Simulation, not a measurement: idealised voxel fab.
process module | voxel self aligned vias
cross-section cut | 295 nm wide | cells 5 nm
A cross-section is a grid of square cells, given in bands from the top down. A band is one or more rows of cells.
Each band's line starts with the height of the band's top and of its bottom, in nm. Then come its materials from left to right, each with its width in nm. One material with "throughout" fills the band from edge to edge. "air" is empty space.
Height 0 is the level under which the wafer as received is all one material. The lowest band goes on downwards, as in "0 down".
A width such as "30 to 40" changes by the same amount from each row of cells to the next, from the band's top row to its bottom row.
"no change" after a step means that no cell of the cross-section changed.
closed voids: empty space of 8 cells or more with no open way to the top, each as width x height at its distance from the left edge, in nm
after a step's settings: what the simulator itself notes on the step
overlay nm, on a step with a mask: how far to the right of its planned place the mask lay; to the left if negative
Each pair below shows a cross-section before one step and the cross-section after it, down to the lowest band that changed. The line under each pair gives the step between them, with its settings. The pairs can come from different runs of this module on the same starting wafer, so a pair continues from the pair above only where its "before" says so.
before
  0 down: Si throughout
  closed voids: none
after
  15 to 0: SiO2 throughout
  below 0: unchanged
  closed voids: none
the step between: op CONFORMAL_DEP | material SiO2 | thk nm 15
before: the cross-section after the pair above
after
  20 to 15: SiCN throughout
  below 15: unchanged
  closed voids: none
the step between: op CONFORMAL_DEP | material SiCN | thk nm 5
before: the cross-section after the pair above
after
  50 to 20: SiO2 throughout
  below 20: unchanged
  closed voids: none
the step between: op DIRECTIONAL_DEP | material SiO2 | thk nm 30
before: the cross-section after the pair above
after
  65 to 50: aC throughout
  below 50: unchanged
  closed voids: none
the step between: op DIRECTIONAL_DEP | material aC | thk nm 15
before: the cross-section after the pair above
after
  100 to 65: resist 65 | air 20 | resist 50 | air 20 | resist 50 | air 20 | resist 70
  below 65: unchanged
  closed voids: none
the step between: op PATTERN | tone open | mask id LINES | material resist | width nm 20 | pitch nm 70 | thk nm 35 | overlay nm 0
before: the cross-section after the pair above
after
  85 to 65: resist 65 | air 20 | resist 50 | air 20 | resist 50 | air 20 | resist 70
  65 to 50: aC 65 | air 20 | aC 50 | air 20 | aC 50 | air 20 | aC 70
  below 50: unchanged
  closed voids: none
the step between: op DIRECTIONAL_ETCH | etch materials aC | depth nm 15
before: the cross-section after the pair above
after
  65 to 50: aC 65 | air 20 | aC 50 | air 20 | aC 50 | air 20 | aC 70
  below 50: unchanged
  closed voids: none
the step between: op STRIP | etch materials resist
before: the cross-section after the pair above
after
  65 to 50: aC 65 | air 20 | aC 50 | air 20 | aC 50 | air 20 | aC 70
  50 to 20: SiO2 65 | air 20 | SiO2 50 | air 20 | SiO2 50 | air 20 | SiO2 70
  below 20: unchanged
  closed voids: none
the step between: op DIRECTIONAL_ETCH | etch materials SiO2 | depth nm 30
before: the cross-section after the pair above
after
  50 to 20: SiO2 65 | air 20 | SiO2 50 | air 20 | SiO2 50 | air 20 | SiO2 70
  below 20: unchanged
  closed voids: none
the step between: op STRIP | etch materials aC
before: the cross-section after the pair above
after
  55 to 50: TiN 70 | air 10 | TiN 60 | air 10 | TiN 60 | air 10 | TiN 75
  50 to 25: SiO2 65 | TiN 5 | air 10 | TiN 5 | SiO2 50 | TiN 5 | air 10 | TiN 5 | SiO2 50 | TiN 5 | air 10 | TiN 5 | SiO2 70
  25 to 20: SiO2 65 | TiN 20 | SiO2 50 | TiN 20 | SiO2 50 | TiN 20 | SiO2 70
  below 20: unchanged
  closed voids: none
the step between: op CONFORMAL_DEP | material TiN | thk nm 5
before: the cross-section after the pair above
after
  65 to 55: W throughout
  55 to 50: TiN 70 | W 10 | TiN 60 | W 10 | TiN 60 | W 10 | TiN 75
  50 to 25: SiO2 65 | TiN 5 | W 10 | TiN 5 | SiO2 50 | TiN 5 | W 10 | TiN 5 | SiO2 50 | TiN 5 | W 10 | TiN 5 | SiO2 70
  below 25: unchanged
  closed voids: none
the step between: op FILL_DEP | material W | thk nm 10
before: the cross-section after the pair above
after
  50 to 25: SiO2 65 | TiN 5 | W 10 | TiN 5 | SiO2 50 | TiN 5 | W 10 | TiN 5 | SiO2 50 | TiN 5 | W 10 | TiN 5 | SiO2 70
  below 25: unchanged
  closed voids: none
the step between: op CMP | height nm 50
before: the cross-section after the pair above
after
  50 to 40: SiO2 65 | air 20 | SiO2 50 | air 20 | SiO2 50 | air 20 | SiO2 70
  below 40: unchanged
  closed voids: none
the step between: op SELECTIVE_ETCH | etch materials W Ru TiN | depth nm 10
before: the cross-section after the pair above
after
  55 to 50: SiN throughout
  50 to 40: SiO2 65 | SiN 20 | SiO2 50 | SiN 20 | SiO2 50 | SiN 20 | SiO2 70
  below 40: unchanged
  closed voids: none
the step between: op FILL_DEP | material SiN | thk nm 5
before: the cross-section after the pair above
after
  50 to 40: SiO2 65 | SiN 20 | SiO2 50 | SiN 20 | SiO2 50 | SiN 20 | SiO2 70
  below 40: unchanged
  closed voids: none
the step between: op CMP | height nm 50
before: the cross-section after the pair above
after
  70 to 50: SiO2 throughout
  below 50: unchanged
  closed voids: none
the step between: op DIRECTIONAL_DEP | material SiO2 | thk nm 20
before: the cross-section after the pair above
after
  70 to 50: SiO2 55 | air 40 | SiO2 100 | air 40 | SiO2 60
  below 50: unchanged
  closed voids: none
the step between: op MASKED_ETCH | tone open | mask id VIAS | width nm 40 | pitch nm 140 | etch materials SiO2 | depth nm 20 | overlay nm 0
before: the cross-section after the pair above
after
  70 to 50: SiO2 55 | air 40 | SiO2 100 | air 40 | SiO2 60
  50 to 40: SiO2 65 | air 20 | SiO2 50 | SiN 20 | SiO2 50 | air 20 | SiO2 70
  below 40: unchanged
  closed voids: none
the step between: op MASKED_ETCH | tone open | mask id VIAS | width nm 40 | pitch nm 140 | etch materials SiN | depth nm 10 | overlay nm 0
before: the cross-section after the pair above
after
  75 to 70: TiN 60 | air 30 | TiN 110 | air 30 | TiN 65
  70 to 55: SiO2 55 | TiN 5 | air 30 | TiN 5 | SiO2 100 | TiN 5 | air 30 | TiN 5 | SiO2 60
  55 to 50: SiO2 55 | TiN 15 | air 10 | TiN 15 | SiO2 100 | TiN 15 | air 10 | TiN 15 | SiO2 60
  50 to 45: SiO2 65 | TiN 5 | air 10 | TiN 5 | SiO2 50 | SiN 20 | SiO2 50 | TiN 5 | air 10 | TiN 5 | SiO2 70
  45 to 40: SiO2 65 | TiN 20 | SiO2 50 | SiN 20 | SiO2 50 | TiN 20 | SiO2 70
  below 40: unchanged
  closed voids: none
the step between: op CONFORMAL_DEP | material TiN | thk nm 5
before: the cross-section after the pair above
after
  85 to 75: Ru throughout
  75 to 70: TiN 60 | Ru 30 | TiN 110 | Ru 30 | TiN 65
  70 to 55: SiO2 55 | TiN 5 | Ru 30 | TiN 5 | SiO2 100 | TiN 5 | Ru 30 | TiN 5 | SiO2 60
  55 to 50: SiO2 55 | TiN 15 | Ru 10 | TiN 15 | SiO2 100 | TiN 15 | Ru 10 | TiN 15 | SiO2 60
  50 to 45: SiO2 65 | TiN 5 | Ru 10 | TiN 5 | SiO2 50 | SiN 20 | SiO2 50 | TiN 5 | Ru 10 | TiN 5 | SiO2 70
  below 45: unchanged
  closed voids: none
the step between: op FILL_DEP | material Ru | thk nm 10
before: the cross-section after the pair above
after
  70 to 55: SiO2 55 | TiN 5 | Ru 30 | TiN 5 | SiO2 100 | TiN 5 | Ru 30 | TiN 5 | SiO2 60
  below 55: unchanged
  closed voids: none
the step between: op CMP | height nm 70
before: the cross-section after the pair above
after
  75 to 70: SiN throughout
  below 70: unchanged
  closed voids: none
the step between: op CONFORMAL_DEP | material SiN | thk nm 5
before
  15 to 0: SiO2 throughout
  0 down: Si throughout
  closed voids: none
after
  45 to 0: SiO2 throughout
  below 0: unchanged
  closed voids: none
the step between: op DIRECTIONAL_DEP | material SiO2 | thk nm 30
before: the cross-section after the pair above
after
  60 to 45: aC throughout
  below 45: unchanged
  closed voids: none
the step between: op DIRECTIONAL_DEP | material aC | thk nm 15
before: the cross-section after the pair above
after
  95 to 60: resist 65 | air 20 | resist 50 | air 20 | resist 50 | air 20 | resist 70
  below 60: unchanged
  closed voids: none
the step between: op PATTERN | tone open | mask id LINES | material resist | width nm 20 | pitch nm 70 | thk nm 35 | overlay nm 0
before: the cross-section after the pair above
after
  80 to 60: resist 65 | air 20 | resist 50 | air 20 | resist 50 | air 20 | resist 70
  60 to 45: aC 65 | air 20 | aC 50 | air 20 | aC 50 | air 20 | aC 70
  below 45: unchanged
  closed voids: none
the step between: op DIRECTIONAL_ETCH | etch materials aC | depth nm 15
before: the cross-section after the pair above
after
  60 to 45: aC 65 | air 20 | aC 50 | air 20 | aC 50 | air 20 | aC 70
  below 45: unchanged
  closed voids: none
the step between: op STRIP | etch materials resist
before: the cross-section after the pair above
after
  60 to 45: aC 65 | air 20 | aC 50 | air 20 | aC 50 | air 20 | aC 70
  45 to 15: SiO2 65 | air 20 | SiO2 50 | air 20 | SiO2 50 | air 20 | SiO2 70
  below 15: unchanged
  closed voids: none
the step between: op DIRECTIONAL_ETCH | etch materials SiO2 | depth nm 30
before: the cross-section after the pair above
after
  45 to 15: SiO2 65 | air 20 | SiO2 50 | air 20 | SiO2 50 | air 20 | SiO2 70
  below 15: unchanged
  closed voids: none
the step between: op STRIP | etch materials aC
before: the cross-section after the pair above
after
  50 to 45: TiN 70 | air 10 | TiN 60 | air 10 | TiN 60 | air 10 | TiN 75
  45 to 20: SiO2 65 | TiN 5 | air 10 | TiN 5 | SiO2 50 | TiN 5 | air 10 | TiN 5 | SiO2 50 | TiN 5 | air 10 | TiN 5 | SiO2 70
  20 to 15: SiO2 65 | TiN 20 | SiO2 50 | TiN 20 | SiO2 50 | TiN 20 | SiO2 70
  below 15: unchanged
  closed voids: none
the step between: op CONFORMAL_DEP | material TiN | thk nm 5
before: the cross-section after the pair above
after
  60 to 50: W throughout
  50 to 45: TiN 70 | W 10 | TiN 60 | W 10 | TiN 60 | W 10 | TiN 75
  45 to 20: SiO2 65 | TiN 5 | W 10 | TiN 5 | SiO2 50 | TiN 5 | W 10 | TiN 5 | SiO2 50 | TiN 5 | W 10 | TiN 5 | SiO2 70
  below 20: unchanged
  closed voids: none
the step between: op FILL_DEP | material W | thk nm 10
before: the cross-section after the pair above
after
  50 to 45: TiN 70 | W 10 | TiN 60 | W 10 | TiN 60 | W 10 | TiN 75
  below 45: unchanged
  closed voids: none
the step between: op CMP | height nm 50
before: the cross-section after the pair above
after
  45 to 40: SiO2 65 | air 20 | SiO2 50 | air 20 | SiO2 50 | air 20 | SiO2 70
  below 40: unchanged
  closed voids: none
the step between: op SELECTIVE_ETCH | etch materials W Ru TiN | depth nm 10
before: the cross-section after the pair above
after
  50 to 45: SiN throughout
  45 to 40: SiO2 65 | SiN 20 | SiO2 50 | SiN 20 | SiO2 50 | SiN 20 | SiO2 70
  below 40: unchanged
  closed voids: none
the step between: op FILL_DEP | material SiN | thk nm 5
before: the cross-section after the pair above
after
  70 to 50: SiO2 throughout
  below 50: unchanged
  closed voids: none
the step between: op DIRECTIONAL_DEP | material SiO2 | thk nm 20
before: the cross-section after the pair above
after
  70 to 50: SiO2 55 | air 40 | SiO2 100 | air 40 | SiO2 60
  below 50: unchanged
  closed voids: none
the step between: op MASKED_ETCH | tone open | mask id VIAS | width nm 40 | pitch nm 140 | etch materials SiO2 | depth nm 20 | overlay nm 0
before: the cross-section after the pair above
after
  70 to 50: SiO2 55 | air 40 | SiO2 100 | air 40 | SiO2 60
  50 to 45: SiN 55 | air 40 | SiN 100 | air 40 | SiN 60
  45 to 40: SiO2 65 | air 20 | SiO2 50 | SiN 20 | SiO2 50 | air 20 | SiO2 70
  below 40: unchanged
  closed voids: none
the step between: op MASKED_ETCH | tone open | mask id VIAS | width nm 40 | pitch nm 140 | etch materials SiN | depth nm 10 | overlay nm 0
before: the cross-section after the pair above
after
  75 to 70: TiN 60 | air 30 | TiN 110 | air 30 | TiN 65
  70 to 50: SiO2 55 | TiN 5 | air 30 | TiN 5 | SiO2 100 | TiN 5 | air 30 | TiN 5 | SiO2 60
  50 to 45: SiN 55 | TiN 15 | air 10 | TiN 15 | SiN 100 | TiN 15 | air 10 | TiN 15 | SiN 60
  45 to 40: SiO2 65 | TiN 20 | SiO2 50 | SiN 20 | SiO2 50 | TiN 20 | SiO2 70
  below 40: unchanged
  closed voids: none
the step between: op CONFORMAL_DEP | material TiN | thk nm 5
before: the cross-section after the pair above
after
  85 to 75: Ru throughout
  75 to 70: TiN 60 | Ru 30 | TiN 110 | Ru 30 | TiN 65
  70 to 50: SiO2 55 | TiN 5 | Ru 30 | TiN 5 | SiO2 100 | TiN 5 | Ru 30 | TiN 5 | SiO2 60
  50 to 45: SiN 55 | TiN 15 | Ru 10 | TiN 15 | SiN 100 | TiN 15 | Ru 10 | TiN 15 | SiN 60
  below 45: unchanged
  closed voids: none
the step between: op FILL_DEP | material Ru | thk nm 10
before: the cross-section after the pair above
after
  70 to 50: SiO2 55 | TiN 5 | Ru 30 | TiN 5 | SiO2 100 | TiN 5 | Ru 30 | TiN 5 | SiO2 60
  below 50: unchanged
  closed voids: none
the step between: op CMP | height nm 70
before: the cross-section after the pair above
after
  75 to 70: SiN throughout
  below 70: unchanged
  closed voids: none
the step between: op CONFORMAL_DEP | material SiN | thk nm 5
before
  70 to 50: SiO2 55 | air 40 | SiO2 100 | air 40 | SiO2 60
  50 to 40: SiO2 65 | SiN 20 | SiO2 50 | SiN 20 | SiO2 50 | SiN 20 | SiO2 70
  40 to 25: SiO2 65 | TiN 5 | W 10 | TiN 5 | SiO2 50 | TiN 5 | W 10 | TiN 5 | SiO2 50 | TiN 5 | W 10 | TiN 5 | SiO2 70
  25 to 20: SiO2 65 | TiN 20 | SiO2 50 | TiN 20 | SiO2 50 | TiN 20 | SiO2 70
  20 to 15: SiCN throughout
  15 to 0: SiO2 throughout
  0 down: Si throughout
  closed voids: none
after
  70 to 50: SiO2 55 | air 40 | SiO2 100 | air 40 | SiO2 60
  50 to 40: SiO2 55 | air 10 | SiN 20 | air 10 | SiO2 40 | SiN 20 | SiO2 40 | air 10 | SiN 20 | air 10 | SiO2 60
  40 to 30: SiO2 55 | air 10 | TiN 5 | W 10 | TiN 5 | air 10 | SiO2 40 | TiN 5 | W 10 | TiN 5 | SiO2 40 | air 10 | TiN 5 | W 10 | TiN 5 | air 10 | SiO2 60
  below 30: unchanged
  closed voids: none
the step between: op MASKED_ETCH | tone open | mask id VIAS | width nm 40 | pitch nm 140 | etch materials SiO2 | depth nm 20 | overlay nm 0
before: the cross-section after the pair above
after
  70 to 50: SiO2 55 | air 40 | SiO2 100 | air 40 | SiO2 60
  50 to 40: SiO2 55 | air 40 | SiO2 40 | SiN 20 | SiO2 40 | air 40 | SiO2 60
  below 40: unchanged
  closed voids: none
the step between: op MASKED_ETCH | tone open | mask id VIAS | width nm 40 | pitch nm 140 | etch materials SiN | depth nm 10 | overlay nm 0
before: the cross-section after the pair above
after
  75 to 70: TiN 60 | air 30 | TiN 110 | air 30 | TiN 65
  70 to 50: SiO2 55 | TiN 5 | air 30 | TiN 5 | SiO2 100 | TiN 5 | air 30 | TiN 5 | SiO2 60
  50 to 45: SiO2 55 | TiN 5 | air 30 | TiN 5 | SiO2 40 | SiN 20 | SiO2 40 | TiN 5 | air 30 | TiN 5 | SiO2 60
  45 to 40: SiO2 55 | TiN 40 | SiO2 40 | SiN 20 | SiO2 40 | TiN 40 | SiO2 60
  40 to 30: SiO2 55 | TiN 15 | W 10 | TiN 15 | SiO2 40 | TiN 5 | W 10 | TiN 5 | SiO2 40 | TiN 15 | W 10 | TiN 15 | SiO2 60
  below 30: unchanged
  closed voids: none
the step between: op CONFORMAL_DEP | material TiN | thk nm 5
before: the cross-section after the pair above
after
  85 to 75: Ru throughout
  75 to 70: TiN 60 | Ru 30 | TiN 110 | Ru 30 | TiN 65
  70 to 50: SiO2 55 | TiN 5 | Ru 30 | TiN 5 | SiO2 100 | TiN 5 | Ru 30 | TiN 5 | SiO2 60
  50 to 45: SiO2 55 | TiN 5 | Ru 30 | TiN 5 | SiO2 40 | SiN 20 | SiO2 40 | TiN 5 | Ru 30 | TiN 5 | SiO2 60
  below 45: unchanged
  closed voids: none
the step between: op FILL_DEP | material Ru | thk nm 10
before: the cross-section after the pair above
after
  70 to 50: SiO2 55 | TiN 5 | Ru 30 | TiN 5 | SiO2 100 | TiN 5 | Ru 30 | TiN 5 | SiO2 60
  below 50: unchanged
  closed voids: none
the step between: op CMP | height nm 70
before: the cross-section after the pair above
after
  75 to 70: SiN throughout
  below 70: unchanged
  closed voids: none
the step between: op CONFORMAL_DEP | material SiN | thk nm 5
before
  0 down: Si throughout
  closed voids: none
after
  5 to 0: SiCN throughout
  below 0: unchanged
  closed voids: none
the step between: op CONFORMAL_DEP | material SiCN | thk nm 5
before: the cross-section after the pair above
after
  20 to 5: SiO2 throughout
  below 5: unchanged
  closed voids: none
the step between: op CONFORMAL_DEP | material SiO2 | thk nm 15
before: the cross-section after the pair above
after
  50 to 5: SiO2 throughout
  below 5: unchanged
  closed voids: none
the step between: op DIRECTIONAL_DEP | material SiO2 | thk nm 30
before: the cross-section after the pair above
after
  65 to 50: aC throughout
  below 50: unchanged
  closed voids: none
the step between: op DIRECTIONAL_DEP | material aC | thk nm 15
before: the cross-section after the pair above
after
  100 to 65: resist 65 | air 20 | resist 50 | air 20 | resist 50 | air 20 | resist 70
  below 65: unchanged
  closed voids: none
the step between: op PATTERN | tone open | mask id LINES | material resist | width nm 20 | pitch nm 70 | thk nm 35 | overlay nm 0
before: the cross-section after the pair above
after
  85 to 65: resist 65 | air 20 | resist 50 | air 20 | resist 50 | air 20 | resist 70
  65 to 50: aC 65 | air 20 | aC 50 | air 20 | aC 50 | air 20 | aC 70
  below 50: unchanged
  closed voids: none
the step between: op DIRECTIONAL_ETCH | etch materials aC | depth nm 15
before: the cross-section after the pair above
after
  65 to 50: aC 65 | air 20 | aC 50 | air 20 | aC 50 | air 20 | aC 70
  below 50: unchanged
  closed voids: none
the step between: op STRIP | etch materials resist
before: the cross-section after the pair above
after
  65 to 50: aC 65 | air 20 | aC 50 | air 20 | aC 50 | air 20 | aC 70
  50 to 20: SiO2 65 | air 20 | SiO2 50 | air 20 | SiO2 50 | air 20 | SiO2 70
  below 20: unchanged
  closed voids: none
the step between: op DIRECTIONAL_ETCH | etch materials SiO2 | depth nm 30
before: the cross-section after the pair above
after
  50 to 20: SiO2 65 | air 20 | SiO2 50 | air 20 | SiO2 50 | air 20 | SiO2 70
  below 20: unchanged
  closed voids: none
the step between: op STRIP | etch materials aC
before: the cross-section after the pair above
after
  55 to 50: TiN 70 | air 10 | TiN 60 | air 10 | TiN 60 | air 10 | TiN 75
  50 to 25: SiO2 65 | TiN 5 | air 10 | TiN 5 | SiO2 50 | TiN 5 | air 10 | TiN 5 | SiO2 50 | TiN 5 | air 10 | TiN 5 | SiO2 70
  25 to 20: SiO2 65 | TiN 20 | SiO2 50 | TiN 20 | SiO2 50 | TiN 20 | SiO2 70
  below 20: unchanged
  closed voids: none
the step between: op CONFORMAL_DEP | material TiN | thk nm 5
before: the cross-section after the pair above
after
  65 to 55: W throughout
  55 to 50: TiN 70 | W 10 | TiN 60 | W 10 | TiN 60 | W 10 | TiN 75
  50 to 25: SiO2 65 | TiN 5 | W 10 | TiN 5 | SiO2 50 | TiN 5 | W 10 | TiN 5 | SiO2 50 | TiN 5 | W 10 | TiN 5 | SiO2 70
  below 25: unchanged
  closed voids: none
the step between: op FILL_DEP | material W | thk nm 10
before: the cross-section after the pair above
after
  50 to 25: SiO2 65 | TiN 5 | W 10 | TiN 5 | SiO2 50 | TiN 5 | W 10 | TiN 5 | SiO2 50 | TiN 5 | W 10 | TiN 5 | SiO2 70
  below 25: unchanged
  closed voids: none
the step between: op CMP | height nm 50
before: the cross-section after the pair above
after
  50 to 40: SiO2 65 | air 20 | SiO2 50 | air 20 | SiO2 50 | air 20 | SiO2 70
  below 40: unchanged
  closed voids: none
the step between: op SELECTIVE_ETCH | etch materials W Ru TiN | depth nm 10
before: the cross-section after the pair above
after
  55 to 50: SiN throughout
  50 to 40: SiO2 65 | SiN 20 | SiO2 50 | SiN 20 | SiO2 50 | SiN 20 | SiO2 70
  below 40: unchanged
  closed voids: none
the step between: op FILL_DEP | material SiN | thk nm 5
before: the cross-section after the pair above
after
  50 to 40: SiO2 65 | SiN 20 | SiO2 50 | SiN 20 | SiO2 50 | SiN 20 | SiO2 70
  below 40: unchanged
  closed voids: none
the step between: op CMP | height nm 50
before: the cross-section after the pair above
after
  70 to 50: SiO2 throughout
  below 50: unchanged
  closed voids: none
the step between: op DIRECTIONAL_DEP | material SiO2 | thk nm 20
before: the cross-section after the pair above
after
  70 to 50: SiO2 55 | air 40 | SiO2 100 | air 40 | SiO2 60
  below 50: unchanged
  closed voids: none
the step between: op MASKED_ETCH | tone open | mask id VIAS | width nm 40 | pitch nm 140 | etch materials SiO2 | depth nm 20 | overlay nm 0
before: the cross-section after the pair above
after
  70 to 50: SiO2 55 | air 40 | SiO2 100 | air 40 | SiO2 60
  50 to 40: SiO2 65 | air 20 | SiO2 50 | SiN 20 | SiO2 50 | air 20 | SiO2 70
  below 40: unchanged
  closed voids: none
the step between: op MASKED_ETCH | tone open | mask id VIAS | width nm 40 | pitch nm 140 | etch materials SiN | depth nm 10 | overlay nm 0
before: the cross-section after the pair above
after
  75 to 70: TiN 60 | air 30 | TiN 110 | air 30 | TiN 65
  70 to 55: SiO2 55 | TiN 5 | air 30 | TiN 5 | SiO2 100 | TiN 5 | air 30 | TiN 5 | SiO2 60
  55 to 50: SiO2 55 | TiN 15 | air 10 | TiN 15 | SiO2 100 | TiN 15 | air 10 | TiN 15 | SiO2 60
  50 to 45: SiO2 65 | TiN 5 | air 10 | TiN 5 | SiO2 50 | SiN 20 | SiO2 50 | TiN 5 | air 10 | TiN 5 | SiO2 70
  45 to 40: SiO2 65 | TiN 20 | SiO2 50 | SiN 20 | SiO2 50 | TiN 20 | SiO2 70
  below 40: unchanged
  closed voids: none
the step between: op CONFORMAL_DEP | material TiN | thk nm 5
before: the cross-section after the pair above
after
  85 to 75: Ru throughout
  75 to 70: TiN 60 | Ru 30 | TiN 110 | Ru 30 | TiN 65
  70 to 55: SiO2 55 | TiN 5 | Ru 30 | TiN 5 | SiO2 100 | TiN 5 | Ru 30 | TiN 5 | SiO2 60
  55 to 50: SiO2 55 | TiN 15 | Ru 10 | TiN 15 | SiO2 100 | TiN 15 | Ru 10 | TiN 15 | SiO2 60
  50 to 45: SiO2 65 | TiN 5 | Ru 10 | TiN 5 | SiO2 50 | SiN 20 | SiO2 50 | TiN 5 | Ru 10 | TiN 5 | SiO2 70
  below 45: unchanged
  closed voids: none
the step between: op FILL_DEP | material Ru | thk nm 10
before: the cross-section after the pair above
after
  70 to 55: SiO2 55 | TiN 5 | Ru 30 | TiN 5 | SiO2 100 | TiN 5 | Ru 30 | TiN 5 | SiO2 60
  below 55: unchanged
  closed voids: none
the step between: op CMP | height nm 70
before: the cross-section after the pair above
after
  75 to 70: SiN throughout
  below 70: unchanged
  closed voids: none
the step between: op CONFORMAL_DEP | material SiN | thk nm 5
before
  65 to 55: W throughout
  55 to 50: TiN 70 | W 10 | TiN 60 | W 10 | TiN 60 | W 10 | TiN 75
  50 to 25: SiO2 65 | TiN 5 | W 10 | TiN 5 | SiO2 50 | TiN 5 | W 10 | TiN 5 | SiO2 50 | TiN 5 | W 10 | TiN 5 | SiO2 70
  25 to 20: SiO2 65 | TiN 20 | SiO2 50 | TiN 20 | SiO2 50 | TiN 20 | SiO2 70
  20 to 15: SiCN throughout
  15 to 0: SiO2 throughout
  0 down: Si throughout
  closed voids: none
after
  45 to 25: SiO2 65 | TiN 5 | W 10 | TiN 5 | SiO2 50 | TiN 5 | W 10 | TiN 5 | SiO2 50 | TiN 5 | W 10 | TiN 5 | SiO2 70
  below 25: unchanged
  closed voids: none
the step between: op CMP | height nm 45
before: the cross-section after the pair above
after
  45 to 35: SiO2 65 | air 20 | SiO2 50 | air 20 | SiO2 50 | air 20 | SiO2 70
  below 35: unchanged
  closed voids: none
the step between: op SELECTIVE_ETCH | etch materials W Ru TiN | depth nm 10
before: the cross-section after the pair above
after
  50 to 45: SiN throughout
  45 to 35: SiO2 65 | SiN 20 | SiO2 50 | SiN 20 | SiO2 50 | SiN 20 | SiO2 70
  below 35: unchanged
  closed voids: none
the step between: op FILL_DEP | material SiN | thk nm 5
before: the cross-section after the pair above
after
  70 to 50: SiO2 throughout
  below 50: unchanged
  closed voids: none
the step between: op DIRECTIONAL_DEP | material SiO2 | thk nm 20
before: the cross-section after the pair above
after
  70 to 50: SiO2 55 | air 40 | SiO2 100 | air 40 | SiO2 60
  below 50: unchanged
  closed voids: none
the step between: op MASKED_ETCH | tone open | mask id VIAS | width nm 40 | pitch nm 140 | etch materials SiO2 | depth nm 20 | overlay nm 0
before: the cross-section after the pair above
after
  70 to 50: SiO2 55 | air 40 | SiO2 100 | air 40 | SiO2 60
  50 to 45: SiN 55 | air 40 | SiN 100 | air 40 | SiN 60
  45 to 40: SiO2 65 | air 20 | SiO2 50 | SiN 20 | SiO2 50 | air 20 | SiO2 70
  below 40: unchanged
  closed voids: none
the step between: op MASKED_ETCH | tone open | mask id VIAS | width nm 40 | pitch nm 140 | etch materials SiN | depth nm 10 | overlay nm 0
before: the cross-section after the pair above
after
  75 to 70: TiN 60 | air 30 | TiN 110 | air 30 | TiN 65
  70 to 50: SiO2 55 | TiN 5 | air 30 | TiN 5 | SiO2 100 | TiN 5 | air 30 | TiN 5 | SiO2 60
  50 to 45: SiN 55 | TiN 15 | air 10 | TiN 15 | SiN 100 | TiN 15 | air 10 | TiN 15 | SiN 60
  45 to 40: SiO2 65 | TiN 20 | SiO2 50 | SiN 20 | SiO2 50 | TiN 20 | SiO2 70
  below 40: unchanged
  closed voids: none
the step between: op CONFORMAL_DEP | material TiN | thk nm 5
before: the cross-section after the pair above
after
  85 to 75: Ru throughout
  75 to 70: TiN 60 | Ru 30 | TiN 110 | Ru 30 | TiN 65
  70 to 50: SiO2 55 | TiN 5 | Ru 30 | TiN 5 | SiO2 100 | TiN 5 | Ru 30 | TiN 5 | SiO2 60
  50 to 45: SiN 55 | TiN 15 | Ru 10 | TiN 15 | SiN 100 | TiN 15 | Ru 10 | TiN 15 | SiN 60
  below 45: unchanged
  closed voids: none
the step between: op FILL_DEP | material Ru | thk nm 10
before: the cross-section after the pair above
after
  70 to 50: SiO2 55 | TiN 5 | Ru 30 | TiN 5 | SiO2 100 | TiN 5 | Ru 30 | TiN 5 | SiO2 60
  below 50: unchanged
  closed voids: none
the step between: op CMP | height nm 70
before: the cross-section after the pair above
after
  75 to 70: SiN throughout
  below 70: unchanged
  closed voids: none
the step between: op CONFORMAL_DEP | material SiN | thk nm 5
before
  65 to 50: aC throughout
  50 to 20: SiO2 throughout
  20 to 15: SiCN throughout
  15 to 0: SiO2 throughout
  0 down: Si throughout
  closed voids: none
after
  100 to 65: resist 65 | air 25 | resist 45 | air 25 | resist 45 | air 25 | resist 65
  below 65: unchanged
  closed voids: none
the step between: op PATTERN | tone open | mask id LINES | material resist | width nm 25 | pitch nm 70 | thk nm 35 | overlay nm 0
before: the cross-section after the pair above
after
  85 to 65: resist 65 | air 25 | resist 45 | air 25 | resist 45 | air 25 | resist 65
  65 to 50: aC 65 | air 25 | aC 45 | air 25 | aC 45 | air 25 | aC 65
  below 50: unchanged
  closed voids: none
the step between: op DIRECTIONAL_ETCH | etch materials aC | depth nm 15
before: the cross-section after the pair above
after
  65 to 50: aC 65 | air 25 | aC 45 | air 25 | aC 45 | air 25 | aC 65
  below 50: unchanged
  closed voids: none
the step between: op STRIP | etch materials resist
before: the cross-section after the pair above
after
  65 to 50: aC 65 | air 25 | aC 45 | air 25 | aC 45 | air 25 | aC 65
  50 to 20: SiO2 65 | air 25 | SiO2 45 | air 25 | SiO2 45 | air 25 | SiO2 65
  below 20: unchanged
  closed voids: none
the step between: op DIRECTIONAL_ETCH | etch materials SiO2 | depth nm 30
before: the cross-section after the pair above
after
  50 to 20: SiO2 65 | air 25 | SiO2 45 | air 25 | SiO2 45 | air 25 | SiO2 65
  below 20: unchanged
  closed voids: none
the step between: op STRIP | etch materials aC
before: the cross-section after the pair above
after
  55 to 50: TiN 70 | air 15 | TiN 55 | air 15 | TiN 55 | air 15 | TiN 70
  50 to 25: SiO2 65 | TiN 5 | air 15 | TiN 5 | SiO2 45 | TiN 5 | air 15 | TiN 5 | SiO2 45 | TiN 5 | air 15 | TiN 5 | SiO2 65
  25 to 20: SiO2 65 | TiN 25 | SiO2 45 | TiN 25 | SiO2 45 | TiN 25 | SiO2 65
  below 20: unchanged
  closed voids: none
the step between: op CONFORMAL_DEP | material TiN | thk nm 5
before: the cross-section after the pair above
after
  65 to 55: W throughout
  55 to 50: TiN 70 | W 15 | TiN 55 | W 15 | TiN 55 | W 15 | TiN 70
  50 to 25: SiO2 65 | TiN 5 | W 15 | TiN 5 | SiO2 45 | TiN 5 | W 15 | TiN 5 | SiO2 45 | TiN 5 | W 15 | TiN 5 | SiO2 65
  below 25: unchanged
  closed voids: none
the step between: op FILL_DEP | material W | thk nm 10
before: the cross-section after the pair above
after
  50 to 25: SiO2 65 | TiN 5 | W 15 | TiN 5 | SiO2 45 | TiN 5 | W 15 | TiN 5 | SiO2 45 | TiN 5 | W 15 | TiN 5 | SiO2 65
  below 25: unchanged
  closed voids: none
the step between: op CMP | height nm 50
before: the cross-section after the pair above
after
  50 to 40: SiO2 65 | air 25 | SiO2 45 | air 25 | SiO2 45 | air 25 | SiO2 65
  below 40: unchanged
  closed voids: none
the step between: op SELECTIVE_ETCH | etch materials W Ru TiN | depth nm 10
before: the cross-section after the pair above
after
  55 to 50: SiN throughout
  50 to 40: SiO2 65 | SiN 25 | SiO2 45 | SiN 25 | SiO2 45 | SiN 25 | SiO2 65
  below 40: unchanged
  closed voids: none
the step between: op FILL_DEP | material SiN | thk nm 5
before: the cross-section after the pair above
after
  50 to 40: SiO2 65 | SiN 25 | SiO2 45 | SiN 25 | SiO2 45 | SiN 25 | SiO2 65
  below 40: unchanged
  closed voids: none
the step between: op CMP | height nm 50
before: the cross-section after the pair above
after
  70 to 50: SiO2 throughout
  below 50: unchanged
  closed voids: none
the step between: op DIRECTIONAL_DEP | material SiO2 | thk nm 20
